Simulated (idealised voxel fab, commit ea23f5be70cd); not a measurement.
process module | voxel ribs on slabs
cross-section cut | 185 nm wide | cells 5 nm
A cross-section is a grid of square cells, given in bands from the top down. A band is one or more rows of cells.
Each band's line starts with the height of the band's top and of its bottom, in nm. Then come its materials from left to right, each with its width in nm. One material with "throughout" fills the band from edge to edge. "air" is empty space.
Height 0 is the level under which the wafer as received is all one material. The lowest band goes on downwards, as in "0 down".
A width such as "30 to 40" changes by the same amount from each row of cells to the next, from the band's top row to its bottom row.
"no change" after a step means that no cell of the cross-section changed.
closed voids: empty space of 8 cells or more with no open way to the top, each as width x height at its distance from the left edge, in nm
after a step's settings: what the simulator itself notes on the step
overlay nm, on a step with a mask: how far to the right of its planned place the mask lay; to the left if negative
plan
1 op RECEIVE | material Si
2 op DIRECTIONAL_DEP | material SiO2 | thk nm 30
3 op DIRECTIONAL_DEP | material SiN | thk nm 15
4 op DIRECTIONAL_DEP | material aC | thk nm 15
5 op PATTERN | tone cover | mask id RIB | material resist | width nm 30 | thk nm 35 | overlay nm 0
6 op DIRECTIONAL_ETCH | etch materials aC | depth nm 15
7 op STRIP | etch materials resist
8 op DIRECTIONAL_ETCH | etch materials SiN | depth nm 5
9 op STRIP | etch materials aC
10 op DIRECTIONAL_DEP | material aC | thk nm 10
11 op PATTERN | tone cover | mask id SLAB | material resist | width nm 80 | thk nm 30 | overlay nm 0
12 op DIRECTIONAL_ETCH | etch materials aC | depth nm 10
13 op STRIP | etch materials resist
14 op DIRECTIONAL_ETCH | etch materials SiN | depth nm 10
15 op STRIP | etch materials aC
16 op FILL_DEP | material SiO2 | thk nm 15
17 op CMP | height nm 55
18 op DIRECTIONAL_DEP | material W | thk nm 10
19 op MASKED_ETCH | tone cover | mask id HEATER | width nm 40 | etch materials W | depth nm 10 | overlay nm 0
20 op CONFORMAL_DEP | material SiN | thk nm 10
as received, after step 1
  0 down: Si throughout
  closed voids: none
a wafer at the end: this start, this plan, one mistake
  75 to 65: air 60 | SiN 60 | air 65
  65 to 55: SiN 70 | W 40 | SiN 75
  55 to 50: SiO2 throughout
  50 to 45: SiO2 75 | SiN 30 | SiO2 80
  45 to 35: SiO2 50 | SiN 80 | SiO2 55
  35 to 30: SiN throughout
  30 to 0: SiO2 throughout
  0 down: Si throughout
  closed voids: none
what went wrong: step 3 ran as: op DIRECTIONAL_DEP | material SiN | thk nm 20
